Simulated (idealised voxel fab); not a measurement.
process module | voxel wiring stack
cross-section cut | 210 nm wide | cells 5 nm
A cross-section is a grid of square cells, given in bands from the top down. A band is one or more rows of cells.
Each band's line starts with the height of the band's top and of its bottom, in nm. Then come its materials from left to right, each with its width in nm. One material with "throughout" fills the band from edge to edge. "air" is empty space.
Height 0 is the level under which the wafer as received is all one material. The lowest band goes on downwards, as in "0 down".
A width such as "30 to 40" changes by the same amount from each row of cells to the next, from the band's top row to its bottom row.
"no change" after a step means that no cell of the cross-section changed.
closed voids: empty space of 8 cells or more with no open way to the top, each as width x height at its distance from the left edge, in nm
after a step's settings: what the simulator itself notes on the step
overlay nm, on a step with a mask: how far to the right of its planned place the mask lay; to the left if negative
plan
1 op RECEIVE | material Si
2 op CONFORMAL_DEP | material SiO2 | thk nm 10
3 op CONFORMAL_DEP | material SiCN | thk nm 5
4 op DIRECTIONAL_DEP | material SiO2 | thk nm 25
5 op MASKED_ETCH | tone open | mask id METAL_1 | width nm 30 | pitch nm 45 | etch materials SiO2 | depth nm 25 | overlay nm 0
6 op MASKED_ETCH | tone open | mask id METAL_1 | width nm 30 | pitch nm 45 | etch materials SiCN | depth nm 5 | overlay nm 0
7 op CONFORMAL_DEP | material TiN | thk nm 5
8 op FILL_DEP | material W | thk nm 10
9 op CMP | height nm 40
10 op EPI | material Ru | thk nm 5
11 op FILL_DEP | material SiCN | thk nm 5
12 op DIRECTIONAL_DEP | material SiO2 | thk nm 35
13 op DIRECTIONAL_DEP | material aC | thk nm 15
14 op PATTERN | tone open | mask id METAL_2_HOLES | material resist | width nm 15 | pitch nm 45 | thk nm 30 | overlay nm 0
15 op DIRECTIONAL_ETCH | etch materials aC | depth nm 15
16 op STRIP | etch materials resist
17 op DIRECTIONAL_ETCH | etch materials SiO2 | depth nm 35
18 op STRIP | etch materials aC
19 op PATTERN | tone open | mask id METAL_2 | material resist | width nm 30 | pitch nm 45 | thk nm 20 | overlay nm 0
20 op DIRECTIONAL_ETCH | etch materials SiO2 | depth nm 20
21 op DIRECTIONAL_ETCH | etch materials SiCN | depth nm 5
22 op STRIP | etch materials resist
23 op CONFORMAL_DEP | material TiN | thk nm 5
24 op FILL_DEP | material Cu | thk nm 10
25 op CMP | height nm 85
26 op CONFORMAL_DEP | material SiCN | thk nm 5
as received, after step 1
  0 down: Si throughout
  closed voids: none
first wafer at the end, as planned
  90 to 85: SiCN throughout
  85 to 70: SiO2 65 | TiN 5 | Cu 20 | TiN 5 | SiO2 15 | TiN 5 | Cu 20 | TiN 5 | SiO2 70
  70 to 65: SiO2 65 | TiN 5 | Cu 5 | TiN 20 | SiO2 15 | TiN 5 | Cu 5 | TiN 20 | SiO2 70
  65 to 50: SiO2 65 | TiN 5 | Cu 5 | TiN 5 | SiO2 30 | TiN 5 | Cu 5 | TiN 5 | SiO2 85
  50 to 45: SiCN 65 | TiN 15 | SiCN 30 | TiN 15 | SiCN 85
  45 to 40: SiCN 60 | Ru 40 | SiCN 5 | Ru 40 | SiCN 65
  40 to 15: SiO2 65 | TiN 5 | W 20 | TiN 5 | SiO2 15 | TiN 5 | W 20 | TiN 5 | SiO2 70
  15 to 10: SiCN 65 | TiN 30 | SiCN 15 | TiN 30 | SiCN 70
  10 to 0: SiO2 throughout
  0 down: Si throughout
  closed voids: none
second wafer at the end: like start, like plan, one mistake
  90 to 85: SiCN throughout
  85 to 70: SiO2 65 | TiN 5 | Cu 20 | TiN 5 | SiO2 15 | TiN 5 | Cu 20 | TiN 5 | SiO2 70
  70 to 65: SiO2 65 | TiN 5 | Cu 5 | TiN 20 | SiO2 15 | TiN 5 | Cu 5 | TiN 20 | SiO2 70
  65 to 50: SiO2 65 | TiN 5 | Cu 5 | TiN 5 | SiO2 30 | TiN 5 | Cu 5 | TiN 5 | SiO2 85
  50 to 45: SiCN 65 | TiN 15 | SiCN 30 | TiN 15 | SiCN 85
  45 to 40: Ru 70 | SiCN 20 | Ru 25 | SiCN 20 | Ru 75
  40 to 20: W 60 | TiN 5 | SiO2 30 | TiN 5 | W 5 | TiN 5 | SiO2 30 | TiN 5 | W 65
  20 to 15: TiN 65 | SiO2 30 | TiN 15 | SiO2 30 | TiN 70
  15 to 10: SiCN throughout
  10 to 0: SiO2 throughout
  0 down: Si throughout
  closed voids: none
what went wrong: step 5 ran as: op MASKED_ETCH | tone cover | mask id METAL_1 | width nm 30 | pitch nm 45 | etch materials SiO2 | depth nm 25 | overlay nm 0
at the end the second wafer has, in cells: 18 more of Ru | 6 fewer of SiCN | 90 fewer of SiO2 | 14 more of TiN | 64 more of W
